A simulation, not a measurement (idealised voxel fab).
Process module under the name voxel transistor to metal
Displayed cross-section: cut, width of 250 nm, square cells sized 5 nm.
If you're reading a cross-section in this doc, picture square cells in a grid; it comes to you as bands, top ones listed first down to the bottom, and a band can be one or more rows of cells. Per band: top height and bottom height in nm, followed by the left-to-right materials and their widths in nm; "all across" marks a single material spanning edge to edge, "air" marks empty space. All heights in this document are referenced to 0, defined as the level beneath which the wafer, as received, consists entirely of one material. The lowest band is not bounded below; it extends indefinitely downward and is written in the form "0 and below". So if you see something like "30..40" for the width, read it as the top row of the band sitting at the first number and the bottom row at the second, with every row in between moving by the same amount as the last. Step marked "remained the same"? Then no cell in the cross-section changed in it. Closed void listing: empty space of 8 cells or more with no open way to the top, each as width x height at its distance from the left edge, in nm. It should be noted that, on the line of a given step, the content following the step's settings is a remark produced by the simulator itself with respect to that step. overlay nm: mask right of planned place by this much (step with mask). Neg. = left. If you're wondering how to read the rest of this, here's the deal. It's pairs of cross-sections: one from before a process step, one from after it. The after one is only drawn as far down as the lowest band that changed. Right under each pair you'll see which step sits between them and what its settings were. Don't read the pairs as one continuous story, though. They can come from different runs of this module on the same starting wafer, and a pair only carries on from the one above it where its entry headed "Before step" says so.

Before step
* 115 down to 110 = TiN 25; air 5; TiN 120; air 5; TiN 95
* 110 down to 105 = lowk 20; TiN 5; air 5; TiN 5; lowk 110; TiN 5; air 5; TiN 5; lowk 90
* 105 down to 100 = lowk 20; TiN 15; lowk 110; TiN 15; lowk 90
* 100 down to 90 = lowk all across
* 90 down to 85 = SiCN all across
* 85 down to 60 = lowk 15; SiN 5; Ru 15; SiN 5; lowk 45; SiN 5; Ru 15; SiN 5; lowk 30; SiN 5; Ru 15; SiN 5; lowk 45; SiN 5; Ru 15; SiN 5; lowk 15
* 60 down to 55 = SiN 20; TiN 15; SiN 55; TiN 15; SiN 40; TiN 15; SiN 55; TiN 15; SiN 20
* 55 down to 45 = SiO2 20; TiN 5; Ru 15; TiN 5; SiO2 35; TiN 5; Ru 15; TiN 5; SiO2 40; TiN 5; Ru 15; TiN 5; SiO2 35; TiN 5; Ru 15; TiN 5; SiO2 20
* 45 down to 40 = SiO2 20; TiN 5; Ru 5; TiN 15; SiO2 35; TiN 15; Ru 5; TiN 5; SiO2 40; TiN 5; Ru 5; TiN 15; SiO2 35; TiN 15; Ru 5; TiN 5; SiO2 20
* 40 down to 25 = SiO2 20; TiN 5; Ru 5; TiN 5; SiN 10; SiO2 5; SiCN 25; SiO2 5; SiN 10; TiN 5; Ru 5; TiN 5; SiO2 40; TiN 5; Ru 5; TiN 5; SiN 10; SiO2 5; SiCN 25; SiO2 5; SiN 10; TiN 5; Ru 5; TiN 5; SiO2 20
* 25 down to 10 = SiO2 20; TiN 5; Ru 5; TiN 5; SiN 10; SiO2 5; polySi 25; SiO2 5; SiN 10; TiN 5; Ru 5; TiN 5; SiO2 40; TiN 5; Ru 5; TiN 5; SiN 10; SiO2 5; polySi 25; SiO2 5; SiN 10; TiN 5; Ru 5; TiN 5; SiO2 20
* 10 down to 5 = SiO2 20; TiN 15; SiN 10; SiO2 5; polySi 25; SiO2 5; SiN 10; TiN 15; SiO2 40; TiN 15; SiN 10; SiO2 5; polySi 25; SiO2 5; SiN 10; TiN 15; SiO2 20
* 5 down to 0 = SiO2 15; SiN 10; pSi 10; SiN 10; SiO2 5; polySi 25; SiO2 5; SiN 10; pSi 10; SiN 10; SiO2 30; SiN 10; pSi 10; SiN 10; SiO2 5; polySi 25; SiO2 5; SiN 10; pSi 10; SiN 10; SiO2 15
* 0 down to -5 = SiO2 25; pSi 10; SiO2 55; pSi 10; SiO2 50; pSi 10; SiO2 55; pSi 10; SiO2 25
* -5 down to -10 = SiO2 15; Si 10; pSi 10; Si 55; pSi 10; Si 10; SiO2 30; Si 10; pSi 10; Si 55; pSi 10; Si 10; SiO2 15
* -10 down to -25 = SiO2 15; Si 95; SiO2 30; Si 95; SiO2 15
* -25 and below = Si all across
* Closed void listing: none

State After Step
* 120 down to 115 = Ru all across
* 115 down to 110 = TiN 25; Ru 5; TiN 120; Ru 5; TiN 95
* 110 down to 105 = lowk 20; TiN 5; Ru 5; TiN 5; lowk 110; TiN 5; Ru 5; TiN 5; lowk 90
* Under 105: no change, same as before.
* Closed void listing: none
Between before and after as drawn above: FILL_DEP [material Ru] [thk nm 5]

Before step: equal to the after panel directly above.

State After Step
* 125 down to 120 = SiN all across
* Under 120: no change, same as before.
* Closed void listing: none
Between before and after as drawn above: CONFORMAL_DEP [material SiN] [thk nm 5]
